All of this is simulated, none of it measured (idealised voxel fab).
process module | voxel released beams
cross-section cut | 260 nm wide | cells 5 nm
A cross-section is a grid of square cells, given in bands from the top down. A band is one or more rows of cells.
Each band's line starts with the height of the band's top and of its bottom, in nm. Then come its materials from left to right, each with its width in nm. One material with "throughout" fills the band from edge to edge. "air" is empty space.
Height 0 is the level under which the wafer as received is all one material. The lowest band goes on downwards, as in "0 down".
A width such as "30 to 40" changes by the same amount from each row of cells to the next, from the band's top row to its bottom row.
"no change" after a step means that no cell of the cross-section changed.
closed voids: empty space of 8 cells or more with no open way to the top, each as width x height at its distance from the left edge, in nm
after a step's settings: what the simulator itself notes on the step
overlay nm, on a step with a mask: how far to the right of its planned place the mask lay; to the left if negative
plan
1 op RECEIVE | material Si
2 op CONFORMAL_DEP | material Al2O3 | thk nm 5
3 op DIRECTIONAL_DEP | material SiO2 | thk nm 10
4 op PATTERN | tone open | mask id ANCHOR | material resist | width nm 25 | thk nm 20 | overlay nm 0
5 op DIRECTIONAL_ETCH | etch materials SiO2 | depth nm 5
6 op STRIP | etch materials resist
7 op CONFORMAL_DEP | material SiN | thk nm 10
8 op PATTERN | tone cover | mask id BEAM | material resist | width nm 105 | thk nm 15 | overlay nm 0
9 op DIRECTIONAL_ETCH | etch materials SiN | depth nm 10
10 op STRIP | etch materials resist
11 op STRIP | etch materials SiO2
varied across the wafers: depth nm of step 5. The plan shows the first wafer's value. All wafers start alike
first wafer as received, after step 1
  0 down: Si throughout
  closed voids: none
each wafer at the end: cells of each material gained (+) or lost (-) since it was received, then its closed voids
depth nm 5 | +52 Al2O3 | closed voids: none
depth nm 10 | +52 Al2O3 | +50 SiN | closed voids: none
depth nm 15 | +52 Al2O3 | +50 SiN | closed voids: none
depth nm 20 | +52 Al2O3 | +50 SiN | closed voids: none
depth nm 25 | +52 Al2O3 | +50 SiN | closed voids: none
